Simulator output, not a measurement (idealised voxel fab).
This section sets out a process module, namely voxel local oxidation.
In the cross-section labelled cut, the width is 225 nm and each square cell is 5 nm.
Reading order for cross-sections: top band down to bottom band. Underlying form: a grid of square cells. Band size: one or more rows of cells.
For a band, the entry starts with two heights in nm, that of the top and then that of the bottom, and carries on with the band's materials in order from left to right, each alongside its width in nm; the word "edge to edge" beside a single material means it fills the band edge to edge, and "air" means empty space.
For the purposes of this specification, 0 denotes the height below which the wafer in its as-received condition is composed wholly of one material, and the lowermost band, lacking a lower limit, extends downward without end, as expressed in "top 0, no bottom".
A width given as "30 to 40" starts at the first number in the band's top row and ends at the second number in its bottom row, shifting by an equal amount at every step from row to row.
Basically "changes: none" means that step didn't change any cell in the cross-section.
"Enclosed empty spaces" - sealed voids, min. 8 cells, no opening to top; format: width x height at distance (distance from left edge; nm throughout).
after a step's settings: what the simulator itself notes on the step
For masked steps, "overlay nm" on the step line gives how far right of plan the mask actually lay; a minus sign means it lay to the left.
### Listed below are the process steps as planned
1 RECEIVE, material Si
2 OXIDIZE, depth nm 5
3 CONFORMAL_DEP, material SiN, thk nm 15
4 MASKED_ETCH, tone cover, mask id ACTIVE, width nm 95, etch materials SiN, depth nm 15, overlay nm 0
5 SELECTIVE_ETCH, etch materials SiO2, depth nm 5
6 OXIDIZE, depth nm 15
7 STRIP, etch materials SiN
### Wafer as received: cross-section following step 1
	top 0, no bottom  Si edge to edge
	Enclosed empty spaces: none
### Here's the cross-section of the first of our two wafers at the end of the module - it ran as planned
	top 0, bottom -5  70 air, 85 SiO2, 70 air
	top -5, bottom -20  85 SiO2, 55 Si, 85 SiO2
	top -20, no bottom  Si edge to edge
	Enclosed empty spaces: none
### Cross-sectional view: second of two wafers, end of module; start and plan identical to the first, one mistake in running
	top 0, bottom -5  70 air, 85 SiO2, 70 air
	top -5, bottom -30  95 SiO2, 35 Si, 95 SiO2
	top -30, no bottom  Si edge to edge
	Enclosed empty spaces: none
Against the plan, the run slipped here: off-plan run, step 6, actual operation and settings OXIDIZE, depth nm 25
The final cell counts differ between the wafers, with the second having more or fewer of some materials than the first: 88 fewer of Si | 88 more of SiO2
